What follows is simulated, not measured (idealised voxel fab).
process module | voxel double patterning
cross-section cut | 215 nm wide | cells 5 nm
A cross-section is a grid of square cells, given in bands from the top down. A band is one or more rows of cells.
Each band's line starts with the height of the band's top and of its bottom, in nm. Then come its materials from left to right, each with its width in nm. One material with "throughout" fills the band from edge to edge. "air" is empty space.
Height 0 is the level under which the wafer as received is all one material. The lowest band goes on downwards, as in "0 down".
A width such as "30 to 40" changes by the same amount from each row of cells to the next, from the band's top row to its bottom row.
"no change" after a step means that no cell of the cross-section changed.
closed voids: empty space of 8 cells or more with no open way to the top, each as width x height at its distance from the left edge, in nm
after a step's settings: what the simulator itself notes on the step
overlay nm, on a step with a mask: how far to the right of its planned place the mask lay; to the left if negative
plan
1 op RECEIVE | material Si
2 op CONFORMAL_DEP | material SiO2 | thk nm 10
3 op DIRECTIONAL_DEP | material polySi | thk nm 10
4 op DIRECTIONAL_DEP | material SiN | thk nm 5
5 op DIRECTIONAL_DEP | material aC | thk nm 15
6 op PATTERN | tone open | mask id FIRST | material resist | width nm 15 | pitch nm 50 | thk nm 30 | overlay nm 0
7 op DIRECTIONAL_ETCH | etch materials aC | depth nm 15
8 op STRIP | etch materials resist
9 op DIRECTIONAL_ETCH | etch materials SiN | depth nm 5
10 op STRIP | etch materials aC
11 op MASKED_ETCH | tone open | mask id SECOND | width nm 15 | etch materials SiN | depth nm 5 | overlay nm 0
12 op DIRECTIONAL_ETCH | etch materials polySi | depth nm 10
13 op STRIP | etch materials SiN
varied across the wafers: width nm of step 6. The plan shows the first wafer's value. All wafers start alike
first wafer as received, after step 1
  0 down: Si throughout
  closed voids: none
first wafer at the end, after step 13
  20 to 10: polySi 75 | air 15 | polySi 10 | air 15 | polySi 10 | air 15 | polySi 75
  10 to 0: SiO2 throughout
  0 down: Si throughout
  closed voids: none
last wafer at the end
  20 to 10: polySi 70 | air 45 | polySi 5 | air 30 | polySi 65
  10 to 0: SiO2 throughout
  0 down: Si throughout
  closed voids: none
each wafer at the end: cells of each material gained (+) or lost (-) since it was received, then its closed voids
width nm 15 | +86 SiO2 | +68 polySi | closed voids: none
width nm 20 | +86 SiO2 | +64 polySi | closed voids: none
width nm 25 | +86 SiO2 | +60 polySi | closed voids: none
width nm 30 | +86 SiO2 | +56 polySi | closed voids: none
